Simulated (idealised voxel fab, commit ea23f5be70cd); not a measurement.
The following is a process module called voxel wiring stack.
The cross-section shown here is cut; it is 255 nm wide and divided into square cells measuring 5 nm on a side.
Each cross-section below is a grid of square cells, stated as bands in top-down order, with one or more rows of cells making up each band. Per band: top height and bottom height in nm, followed by the left-to-right materials and their widths in nm; "full width" marks a single material spanning edge to edge, "empty" marks empty space. The level at which height equals 0 is the one under which the wafer, as it arrives, is entirely one material. No lower edge exists for the bottom band, which continues downward and is notated as in "0 down". So if you see something like "30 to 40" for the width, read it as the top row of the band sitting at the first number and the bottom row at the second, with every row in between moving by the same amount as the last. The cross-section has no changed cell in any step marked "no modifications". "Tabulated closed voids" means: voids of 8 cells or more that are shut off from the top with no open way through. Written width x height at distance, distance from the left edge, in nm. Step line, after settings: the simulator's comment on this step. Steps that use a mask can have "overlay nm" on their line. It says how far the mask sat to the right of where it was meant to be. Negative means to the left.
-- This section lists the process steps that were planned
| 1 | RECEIVE: material Si |
| 2 | CONFORMAL_DEP: material SiO2, thk nm 15 |
| 3 | CONFORMAL_DEP: material SiN, thk nm 5 |
| 4 | DIRECTIONAL_DEP: material SiO2, thk nm 15 |
| 5 | DIRECTIONAL_DEP: material aC, thk nm 15 |
| 6 | PATTERN: tone open, mask id METAL_1, material resist, width nm 20, pitch nm 35, thk nm 35, overlay nm 0 |
| 7 | DIRECTIONAL_ETCH: etch materials aC, depth nm 15 |
| 8 | STRIP: etch materials resist |
| 9 | DIRECTIONAL_ETCH: etch materials SiO2, depth nm 15 |
| 10 | DIRECTIONAL_ETCH: etch materials SiN, depth nm 5 |
| 11 | STRIP: etch materials aC |
| 12 | CONFORMAL_DEP: material TiN, thk nm 5 |
| 13 | FILL_DEP: material W, thk nm 10 |
| 14 | CMP: height nm 35 |
| 15 | CONFORMAL_DEP: material SiCN, thk nm 5 |
| 16 | DIRECTIONAL_DEP: material SiO2, thk nm 15 |
| 17 | PATTERN: tone open, mask id PLUG_1, material resist, width nm 15, pitch nm 70, thk nm 20, overlay nm 0 |
| 18 | DIRECTIONAL_ETCH: etch materials SiO2, depth nm 15 |
| 19 | DIRECTIONAL_ETCH: etch materials SiCN, depth nm 5 |
| 20 | STRIP: etch materials resist |
| 21 | CONFORMAL_DEP: material TiN, thk nm 5 |
| 22 | FILL_DEP: material Ru, thk nm 10 |
| 23 | CMP: height nm 55 |
| 24 | DIRECTIONAL_DEP: material TiN, thk nm 5 |
| 25 | DIRECTIONAL_DEP: material Ru, thk nm 15 |
| 26 | MASKED_ETCH: tone cover, mask id METAL_2, width nm 20, pitch nm 35, etch materials Ru, depth nm 15, overlay nm 0 |
| 27 | MASKED_ETCH: tone cover, mask id METAL_2, width nm 20, pitch nm 35, etch materials TiN, depth nm 5, overlay nm 0 |
| 28 | FILL_DEP: material SiO2, thk nm 5 |
| 29 | CMP: height nm 75 |
| 30 | CONFORMAL_DEP: material SiCN, thk nm 5 |
| 31 | DIRECTIONAL_DEP: material SiO2, thk nm 30 |
| 32 | DIRECTIONAL_DEP: material aC, thk nm 10 |
| 33 | PATTERN: tone open, mask id METAL_3, material resist, width nm 20, pitch nm 35, thk nm 30, overlay nm 0 |
| 34 | DIRECTIONAL_ETCH: etch materials aC, depth nm 10 |
| 35 | STRIP: etch materials resist |
| 36 | DIRECTIONAL_ETCH: etch materials SiO2, depth nm 20 |
| 37 | STRIP: etch materials aC |
| 38 | PATTERN: tone open, mask id METAL_3_HOLES, material resist, width nm 15, pitch nm 70, thk nm 20, overlay nm 0 |
| 39 | DIRECTIONAL_ETCH: etch materials SiO2, depth nm 10 |
| 40 | DIRECTIONAL_ETCH: etch materials SiCN, depth nm 5 |
| 41 | STRIP: etch materials resist |
| 42 | CONFORMAL_DEP: material TiN, thk nm 5 |
| 43 | FILL_DEP: material Cu, thk nm 5 |
| 44 | CMP: height nm 110 |
| 45 | CONFORMAL_DEP: material SiN, thk nm 5 |
-- first wafer, as planned
-- As-received wafer cross-section (after step 1)
	0 down: Si full width
	Tabulated closed voids: none
-- Cross-section: wafer state after step 2
	15 to 0: SiO2 full width
	Rest of section, below 0: as before.
-- Cross-section: wafer state after step 3
	20 to 15: SiN full width
	Rest of section, below 15: as before.
-- Cross-section: wafer state after step 4
	35 to 20: SiO2 full width
	Rest of section, below 20: as before.
-- Cross-section: wafer state after step 5
	50 to 35: aC full width
	Rest of section, below 35: as before.
-- Cross-section: wafer state after step 6
	85 to 50: resist (65), empty (20), resist (15), empty (20), resist (15), empty (20), resist (15), empty (20), resist (65)
	Rest of section, below 50: as before.
-- Cross-section: wafer state after step 7
	70 to 50: resist (65), empty (20), resist (15), empty (20), resist (15), empty (20), resist (15), empty (20), resist (65)
	50 to 35: aC (65), empty (20), aC (15), empty (20), aC (15), empty (20), aC (15), empty (20), aC (65)
	Rest of section, below 35: as before.
-- Cross-section: wafer state after step 8
	50 to 35: aC (65), empty (20), aC (15), empty (20), aC (15), empty (20), aC (15), empty (20), aC (65)
	Rest of section, below 35: as before.
-- Cross-section: wafer state after step 9
	50 to 35: aC (65), empty (20), aC (15), empty (20), aC (15), empty (20), aC (15), empty (20), aC (65)
	35 to 20: SiO2 (65), empty (20), SiO2 (15), empty (20), SiO2 (15), empty (20), SiO2 (15), empty (20), SiO2 (65)
	Rest of section, below 20: as before.
-- Cross-section: wafer state after step 10
	50 to 35: aC (65), empty (20), aC (15), empty (20), aC (15), empty (20), aC (15), empty (20), aC (65)
	35 to 20: SiO2 (65), empty (20), SiO2 (15), empty (20), SiO2 (15), empty (20), SiO2 (15), empty (20), SiO2 (65)
	20 to 15: SiN (65), empty (20), SiN (15), empty (20), SiN (15), empty (20), SiN (15), empty (20), SiN (65)
	Rest of section, below 15: as before.
-- Cross-section: wafer state after step 11
	35 to 20: SiO2 (65), empty (20), SiO2 (15), empty (20), SiO2 (15), empty (20), SiO2 (15), empty (20), SiO2 (65)
	Rest of section, below 20: as before.
-- Cross-section: wafer state after step 12
	40 to 35: TiN (70), empty (10), TiN (25), empty (10), TiN (25), empty (10), TiN (25), empty (10), TiN (70)
	35 to 20: SiO2 (65), TiN (5), empty (10), TiN (5), SiO2 (15), TiN (5), empty (10), TiN (5), SiO2 (15), TiN (5), empty (10), TiN (5), SiO2 (15), TiN (5), empty (10), TiN (5), SiO2 (65)
	20 to 15: SiN (65), TiN (20), SiN (15), TiN (20), SiN (15), TiN (20), SiN (15), TiN (20), SiN (65)
	Rest of section, below 15: as before.
-- Cross-section: wafer state after step 13
	50 to 40: W full width
	40 to 35: TiN (70), W (10), TiN (25), W (10), TiN (25), W (10), TiN (25), W (10), TiN (70)
	35 to 20: SiO2 (65), TiN (5), W (10), TiN (5), SiO2 (15), TiN (5), W (10), TiN (5), SiO2 (15), TiN (5), W (10), TiN (5), SiO2 (15), TiN (5), W (10), TiN (5), SiO2 (65)
	Rest of section, below 20: as before.
-- Cross-section: wafer state after step 14
	35 to 20: SiO2 (65), TiN (5), W (10), TiN (5), SiO2 (15), TiN (5), W (10), TiN (5), SiO2 (15), TiN (5), W (10), TiN (5), SiO2 (15), TiN (5), W (10), TiN (5), SiO2 (65)
	Rest of section, below 20: as before.
-- Cross-section: wafer state after step 15
	40 to 35: SiCN full width
	Rest of section, below 35: as before.
-- Cross-section: wafer state after step 16
	55 to 40: SiO2 full width
	Rest of section, below 40: as before.
-- Cross-section: wafer state after step 17
	75 to 55: resist (65), empty (15), resist (55), empty (15), resist (105)
	Rest of section, below 55: as before.
-- Cross-section: wafer state after step 18
	75 to 55: resist (65), empty (15), resist (55), empty (15), resist (105)
	55 to 40: SiO2 (65), empty (15), SiO2 (55), empty (15), SiO2 (105)
	Rest of section, below 40: as before.
-- Cross-section: wafer state after step 19
	75 to 55: resist (65), empty (15), resist (55), empty (15), resist (105)
	55 to 40: SiO2 (65), empty (15), SiO2 (55), empty (15), SiO2 (105)
	40 to 35: SiCN (65), empty (15), SiCN (55), empty (15), SiCN (105)
	Rest of section, below 35: as before.
-- Cross-section: wafer state after step 20
	55 to 40: SiO2 (65), empty (15), SiO2 (55), empty (15), SiO2 (105)
	Rest of section, below 40: as before.
-- Cross-section: wafer state after step 21
	60 to 55: TiN (70), empty (5), TiN (65), empty (5), TiN (110)
	55 to 40: SiO2 (65), TiN (5), empty (5), TiN (5), SiO2 (55), TiN (5), empty (5), TiN (5), SiO2 (105)
	40 to 35: SiCN (65), TiN (15), SiCN (55), TiN (15), SiCN (105)
	Rest of section, below 35: as before.
-- Cross-section: wafer state after step 22
	70 to 60: Ru full width
	60 to 55: TiN (70), Ru (5), TiN (65), Ru (5), TiN (110)
	55 to 40: SiO2 (65), TiN (5), Ru (5), TiN (5), SiO2 (55), TiN (5), Ru (5), TiN (5), SiO2 (105)
	Rest of section, below 40: as before.
-- Cross-section: wafer state after step 23
	55 to 40: SiO2 (65), TiN (5), Ru (5), TiN (5), SiO2 (55), TiN (5), Ru (5), TiN (5), SiO2 (105)
	Rest of section, below 40: as before.
-- Cross-section: wafer state after step 24
	60 to 55: TiN full width
	Rest of section, below 55: as before.
-- Cross-section: wafer state after step 25
	75 to 60: Ru full width
	Rest of section, below 60: as before.
-- Cross-section: wafer state after step 26
	75 to 60: empty (65), Ru (20), empty (15), Ru (20), empty (15), Ru (20), empty (15), Ru (20), empty (65)
	Rest of section, below 60: as before.
-- Cross-section: wafer state after step 27
	75 to 60: empty (65), Ru (20), empty (15), Ru (20), empty (15), Ru (20), empty (15), Ru (20), empty (65)
	60 to 55: empty (65), TiN (20), empty (15), TiN (20), empty (15), TiN (20), empty (15), TiN (20), empty (65)
	Rest of section, below 55: as before.
-- Cross-section: wafer state after step 28
	80 to 75: SiO2 full width
	75 to 60: SiO2 (65), Ru (20), SiO2 (15), Ru (20), SiO2 (15), Ru (20), SiO2 (15), Ru (20), SiO2 (65)
	60 to 55: SiO2 (65), TiN (20), SiO2 (15), TiN (20), SiO2 (15), TiN (20), SiO2 (15), TiN (20), SiO2 (65)
	Rest of section, below 55: as before.
-- Cross-section: wafer state after step 29
	75 to 60: SiO2 (65), Ru (20), SiO2 (15), Ru (20), SiO2 (15), Ru (20), SiO2 (15), Ru (20), SiO2 (65)
	Rest of section, below 60: as before.
-- Cross-section: wafer state after step 30
	80 to 75: SiCN full width
	Rest of section, below 75: as before.
-- Cross-section: wafer state after step 31
	110 to 80: SiO2 full width
	Rest of section, below 80: as before.
-- Cross-section: wafer state after step 32
	120 to 110: aC full width
	Rest of section, below 110: as before.
-- Cross-section: wafer state after step 33
	150 to 120: resist (65), empty (20), resist (15), empty (20), resist (15), empty (20), resist (15), empty (20), resist (65)
	Rest of section, below 120: as before.
-- Cross-section: wafer state after step 34
	140 to 120: resist (65), empty (20), resist (15), empty (20), resist (15), empty (20), resist (15), empty (20), resist (65)
	120 to 110: aC (65), empty (20), aC (15), empty (20), aC (15), empty (20), aC (15), empty (20), aC (65)
	Rest of section, below 110: as before.
-- Cross-section: wafer state after step 35
	120 to 110: aC (65), empty (20), aC (15), empty (20), aC (15), empty (20), aC (15), empty (20), aC (65)
	Rest of section, below 110: as before.
-- Cross-section: wafer state after step 36
	120 to 110: aC (65), empty (20), aC (15), empty (20), aC (15), empty (20), aC (15), empty (20), aC (65)
	110 to 90: SiO2 (65), empty (20), SiO2 (15), empty (20), SiO2 (15), empty (20), SiO2 (15), empty (20), SiO2 (65)
	Rest of section, below 90: as before.
-- Cross-section: wafer state after step 37
	110 to 90: SiO2 (65), empty (20), SiO2 (15), empty (20), SiO2 (15), empty (20), SiO2 (15), empty (20), SiO2 (65)
	Rest of section, below 90: as before.
-- Cross-section: wafer state after step 38
	130 to 110: resist (65), empty (15), resist (55), empty (15), resist (105)
	110 to 90: SiO2 (65), empty (15), resist (5), SiO2 (15), resist (20), SiO2 (15), empty (15), resist (5), SiO2 (15), resist (20), SiO2 (65)
	Rest of section, below 90: as before.
-- Cross-section: wafer state after step 39
	130 to 110: resist (65), empty (15), resist (55), empty (15), resist (105)
	110 to 90: SiO2 (65), empty (15), resist (5), SiO2 (15), resist (20), SiO2 (15), empty (15), resist (5), SiO2 (15), resist (20), SiO2 (65)
	90 to 80: SiO2 (65), empty (15), SiO2 (55), empty (15), SiO2 (105)
	Rest of section, below 80: as before.
-- Cross-section: wafer state after step 40
	130 to 110: resist (65), empty (15), resist (55), empty (15), resist (105)
	110 to 90: SiO2 (65), empty (15), resist (5), SiO2 (15), resist (20), SiO2 (15), empty (15), resist (5), SiO2 (15), resist (20), SiO2 (65)
	90 to 80: SiO2 (65), empty (15), SiO2 (55), empty (15), SiO2 (105)
	80 to 75: SiCN (65), empty (15), SiCN (55), empty (15), SiCN (105)
	Rest of section, below 75: as before.
-- Cross-section: wafer state after step 41
	110 to 90: SiO2 (65), empty (20), SiO2 (15), empty (20), SiO2 (15), empty (20), SiO2 (15), empty (20), SiO2 (65)
	Rest of section, below 90: as before.
-- Cross-section: wafer state after step 42
	115 to 110: TiN (70), empty (10), TiN (25), empty (10), TiN (25), empty (10), TiN (25), empty (10), TiN (70)
	110 to 95: SiO2 (65), TiN (5), empty (10), TiN (5), SiO2 (15), TiN (5), empty (10), TiN (5), SiO2 (15), TiN (5), empty (10), TiN (5), SiO2 (15), TiN (5), empty (10), TiN (5), SiO2 (65)
	95 to 90: SiO2 (65), TiN (5), empty (5), TiN (10), SiO2 (15), TiN (20), SiO2 (15), TiN (5), empty (5), TiN (10), SiO2 (15), TiN (20), SiO2 (65)
	90 to 80: SiO2 (65), TiN (5), empty (5), TiN (5), SiO2 (55), TiN (5), empty (5), TiN (5), SiO2 (105)
	80 to 75: SiCN (65), TiN (15), SiCN (55), TiN (15), SiCN (105)
	Rest of section, below 75: as before.
-- Cross-section: wafer state after step 43
	120 to 115: Cu full width
	115 to 110: TiN (70), Cu (10), TiN (25), Cu (10), TiN (25), Cu (10), TiN (25), Cu (10), TiN (70)
	110 to 95: SiO2 (65), TiN (5), Cu (10), TiN (5), SiO2 (15), TiN (5), Cu (10), TiN (5), SiO2 (15), TiN (5), Cu (10), TiN (5), SiO2 (15), TiN (5), Cu (10), TiN (5), SiO2 (65)
	95 to 90: SiO2 (65), TiN (5), Cu (5), TiN (10), SiO2 (15), TiN (20), SiO2 (15), TiN (5), Cu (5), TiN (10), SiO2 (15), TiN (20), SiO2 (65)
	90 to 80: SiO2 (65), TiN (5), Cu (5), TiN (5), SiO2 (55), TiN (5), Cu (5), TiN (5), SiO2 (105)
	Rest of section, below 80: as before.
-- Cross-section: wafer state after step 44
	110 to 95: SiO2 (65), TiN (5), Cu (10), TiN (5), SiO2 (15), TiN (5), Cu (10), TiN (5), SiO2 (15), TiN (5), Cu (10), TiN (5), SiO2 (15), TiN (5), Cu (10), TiN (5), SiO2 (65)
	Rest of section, below 95: as before.
-- Cross-section: wafer state after step 45
	115 to 110: SiN full width
	Rest of section, below 110: as before.
-- Second wafer. Start and plan as for the first. One mistake made in running. Agrees with the first up to and including step 21
-- Second wafer shown in cross-section at the time step 22 was slated to end
	80 to 60: Ru full width
	60 to 55: TiN (70), Ru (5), TiN (65), Ru (5), TiN (110)
	55 to 40: SiO2 (65), TiN (5), Ru (5), TiN (5), SiO2 (55), TiN (5), Ru (5), TiN (5), SiO2 (105)
	Rest of section, below 40: as before.
-- Second wafer shown in cross-section at the time step 23 was slated to end
	55 to 40: SiO2 (65), TiN (5), Ru (5), TiN (5), SiO2 (55), TiN (5), Ru (5), TiN (5), SiO2 (105)
	Rest of section, below 40: as before.
-- Second wafer shown in cross-section at the time step 24 was slated to end
	60 to 55: TiN full width
	Rest of section, below 55: as before.
-- Second wafer shown in cross-section at the time step 25 was slated to end
	75 to 60: Ru full width
	Rest of section, below 60: as before.
-- Second wafer shown in cross-section at the time step 26 was slated to end
	75 to 60: empty (65), Ru (20), empty (15), Ru (20), empty (15), Ru (20), empty (15), Ru (20), empty (65)
	Rest of section, below 60: as before.
-- Second wafer shown in cross-section at the time step 27 was slated to end
	75 to 60: empty (65), Ru (20), empty (15), Ru (20), empty (15), Ru (20), empty (15), Ru (20), empty (65)
	60 to 55: empty (65), TiN (20), empty (15), TiN (20), empty (15), TiN (20), empty (15), TiN (20), empty (65)
	Rest of section, below 55: as before.
-- Second wafer shown in cross-section at the time step 28 was slated to end
	80 to 75: SiO2 full width
	75 to 60: SiO2 (65), Ru (20), SiO2 (15), Ru (20), SiO2 (15), Ru (20), SiO2 (15), Ru (20), SiO2 (65)
	60 to 55: SiO2 (65), TiN (20), SiO2 (15), TiN (20), SiO2 (15), TiN (20), SiO2 (15), TiN (20), SiO2 (65)
	Rest of section, below 55: as before.
-- Second wafer shown in cross-section at the time step 29 was slated to end
	75 to 60: SiO2 (65), Ru (20), SiO2 (15), Ru (20), SiO2 (15), Ru (20), SiO2 (15), Ru (20), SiO2 (65)
	Rest of section, below 60: as before.
-- Second wafer shown in cross-section at the time step 30 was slated to end
	80 to 75: SiCN full width
	Rest of section, below 75: as before.
-- Second wafer shown in cross-section at the time step 31 was slated to end
	110 to 80: SiO2 full width
	Rest of section, below 80: as before.
-- Second wafer shown in cross-section at the time step 32 was slated to end
	120 to 110: aC full width
	Rest of section, below 110: as before.
-- Second wafer shown in cross-section at the time step 33 was slated to end
	150 to 120: resist (65), empty (20), resist (15), empty (20), resist (15), empty (20), resist (15), empty (20), resist (65)
	Rest of section, below 120: as before.
-- Second wafer shown in cross-section at the time step 34 was slated to end
	140 to 120: resist (65), empty (20), resist (15), empty (20), resist (15), empty (20), resist (15), empty (20), resist (65)
	120 to 110: aC (65), empty (20), aC (15), empty (20), aC (15), empty (20), aC (15), empty (20), aC (65)
	Rest of section, below 110: as before.
-- Second wafer shown in cross-section at the time step 35 was slated to end
	120 to 110: aC (65), empty (20), aC (15), empty (20), aC (15), empty (20), aC (15), empty (20), aC (65)
	Rest of section, below 110: as before.
-- Second wafer shown in cross-section at the time step 36 was slated to end
	120 to 110: aC (65), empty (20), aC (15), empty (20), aC (15), empty (20), aC (15), empty (20), aC (65)
	110 to 90: SiO2 (65), empty (20), SiO2 (15), empty (20), SiO2 (15), empty (20), SiO2 (15), empty (20), SiO2 (65)
	Rest of section, below 90: as before.
-- Second wafer shown in cross-section at the time step 37 was slated to end
	110 to 90: SiO2 (65), empty (20), SiO2 (15), empty (20), SiO2 (15), empty (20), SiO2 (15), empty (20), SiO2 (65)
	Rest of section, below 90: as before.
-- Second wafer shown in cross-section at the time step 38 was slated to end
	130 to 110: resist (65), empty (15), resist (55), empty (15), resist (105)
	110 to 90: SiO2 (65), empty (15), resist (5), SiO2 (15), resist (20), SiO2 (15), empty (15), resist (5), SiO2 (15), resist (20), SiO2 (65)
	Rest of section, below 90: as before.
-- Second wafer shown in cross-section at the time step 39 was slated to end
	130 to 110: resist (65), empty (15), resist (55), empty (15), resist (105)
	110 to 90: SiO2 (65), empty (15), resist (5), SiO2 (15), resist (20), SiO2 (15), empty (15), resist (5), SiO2 (15), resist (20), SiO2 (65)
	90 to 80: SiO2 (65), empty (15), SiO2 (55), empty (15), SiO2 (105)
	Rest of section, below 80: as before.
-- Second wafer shown in cross-section at the time step 40 was slated to end
	130 to 110: resist (65), empty (15), resist (55), empty (15), resist (105)
	110 to 90: SiO2 (65), empty (15), resist (5), SiO2 (15), resist (20), SiO2 (15), empty (15), resist (5), SiO2 (15), resist (20), SiO2 (65)
	90 to 80: SiO2 (65), empty (15), SiO2 (55), empty (15), SiO2 (105)
	80 to 75: SiCN (65), empty (15), SiCN (55), empty (15), SiCN (105)
	Rest of section, below 75: as before.
-- Second wafer shown in cross-section at the time step 41 was slated to end
	110 to 90: SiO2 (65), empty (20), SiO2 (15), empty (20), SiO2 (15), empty (20), SiO2 (15), empty (20), SiO2 (65)
	Rest of section, below 90: as before.
-- Second wafer shown in cross-section at the time step 42 was slated to end
	115 to 110: TiN (70), empty (10), TiN (25), empty (10), TiN (25), empty (10), TiN (25), empty (10), TiN (70)
	110 to 95: SiO2 (65), TiN (5), empty (10), TiN (5), SiO2 (15), TiN (5), empty (10), TiN (5), SiO2 (15), TiN (5), empty (10), TiN (5), SiO2 (15), TiN (5), empty (10), TiN (5), SiO2 (65)
	95 to 90: SiO2 (65), TiN (5), empty (5), TiN (10), SiO2 (15), TiN (20), SiO2 (15), TiN (5), empty (5), TiN (10), SiO2 (15), TiN (20), SiO2 (65)
	90 to 80: SiO2 (65), TiN (5), empty (5), TiN (5), SiO2 (55), TiN (5), empty (5), TiN (5), SiO2 (105)
	80 to 75: SiCN (65), TiN (15), SiCN (55), TiN (15), SiCN (105)
	Rest of section, below 75: as before.
-- Second wafer shown in cross-section at the time step 43 was slated to end
	120 to 115: Cu full width
	115 to 110: TiN (70), Cu (10), TiN (25), Cu (10), TiN (25), Cu (10), TiN (25), Cu (10), TiN (70)
	110 to 95: SiO2 (65), TiN (5), Cu (10), TiN (5), SiO2 (15), TiN (5), Cu (10), TiN (5), SiO2 (15), TiN (5), Cu (10), TiN (5), SiO2 (15), TiN (5), Cu (10), TiN (5), SiO2 (65)
	95 to 90: SiO2 (65), TiN (5), Cu (5), TiN (10), SiO2 (15), TiN (20), SiO2 (15), TiN (5), Cu (5), TiN (10), SiO2 (15), TiN (20), SiO2 (65)
	90 to 80: SiO2 (65), TiN (5), Cu (5), TiN (5), SiO2 (55), TiN (5), Cu (5), TiN (5), SiO2 (105)
	Rest of section, below 80: as before.
-- Second wafer shown in cross-section at the time step 44 was slated to end
	110 to 95: SiO2 (65), TiN (5), Cu (10), TiN (5), SiO2 (15), TiN (5), Cu (10), TiN (5), SiO2 (15), TiN (5), Cu (10), TiN (5), SiO2 (15), TiN (5), Cu (10), TiN (5), SiO2 (65)
	Rest of section, below 95: as before.
-- Second wafer shown in cross-section at the time step 45 was slated to end
	115 to 110: SiN full width
	Rest of section, below 110: as before.
Where did the run depart from the plan? twice, step 22 of the plan was run
It should be noted that the final cross-sections of the two wafers coincide, and the mistake therefore has no effect on the output of this model.
